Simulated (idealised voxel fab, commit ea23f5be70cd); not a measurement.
process module | voxel self aligned vias
cross-section cut | 220 nm wide | cells 5 nm
A cross-section is a grid of square cells, given in bands from the top down. A band is one or more rows of cells.
Each band's line starts with the height of the band's top and of its bottom, in nm. Then come its materials from left to right, each with its width in nm. One material with "throughout" fills the band from edge to edge. "air" is empty space.
Height 0 is the level under which the wafer as received is all one material. The lowest band goes on downwards, as in "0 down".
A width such as "30 to 40" changes by the same amount from each row of cells to the next, from the band's top row to its bottom row.
"no change" after a step means that no cell of the cross-section changed.
closed voids: empty space of 8 cells or more with no open way to the top, each as width x height at its distance from the left edge, in nm
after a step's settings: what the simulator itself notes on the step
overlay nm, on a step with a mask: how far to the right of its planned place the mask lay; to the left if negative
plan
1 op RECEIVE | material Si
2 op CONFORMAL_DEP | material SiO2 | thk nm 10
3 op CONFORMAL_DEP | material SiCN | thk nm 5
4 op DIRECTIONAL_DEP | material lowk | thk nm 20
5 op PATTERN | tone open | mask id LINES | material resist | width nm 25 | pitch nm 70 | thk nm 20 | overlay nm 0
6 op DIRECTIONAL_ETCH | etch materials lowk | depth nm 20
7 op STRIP | etch materials resist
8 op CONFORMAL_DEP | material TiN | thk nm 5
9 op FILL_DEP | material Ru | thk nm 5
10 op CMP | height nm 35
11 op SELECTIVE_ETCH | etch materials W Ru TiN | depth nm 10
12 op FILL_DEP | material SiN | thk nm 5
13 op CMP | height nm 35
14 op DIRECTIONAL_DEP | material lowk | thk nm 20
15 op DIRECTIONAL_DEP | material aC | thk nm 10
16 op PATTERN | tone open | mask id VIAS | material resist | width nm 45 | pitch nm 70 | thk nm 25 | overlay nm 0
17 op DIRECTIONAL_ETCH | etch materials aC | depth nm 10
18 op STRIP | etch materials resist
19 op DIRECTIONAL_ETCH | etch materials lowk | depth nm 20
20 op DIRECTIONAL_ETCH | etch materials SiN | depth nm 10
21 op STRIP | etch materials aC
22 op CONFORMAL_DEP | material TiN | thk nm 5
23 op FILL_DEP | material Ru | thk nm 10
24 op CMP | height nm 55
25 op CONFORMAL_DEP | material SiCN | thk nm 5
as received, after step 1
  0 down: Si throughout
  closed voids: none
a wafer at the end: this start, this plan, one mistake
  60 to 55: SiCN throughout
  55 to 30: lowk 50 | TiN 5 | Ru 35 | TiN 5 | lowk 25 | TiN 5 | Ru 35 | TiN 5 | lowk 55
  30 to 25: lowk 50 | TiN 45 | lowk 25 | TiN 45 | lowk 55
  25 to 20: lowk 50 | TiN 15 | Ru 15 | TiN 15 | lowk 25 | TiN 15 | Ru 15 | TiN 15 | lowk 55
  20 to 15: lowk 50 | TiN 45 | lowk 25 | TiN 45 | lowk 55
  15 to 10: SiCN throughout
  10 to 0: SiO2 throughout
  0 down: Si throughout
  closed voids: none
what went wrong: step 19 was run twice
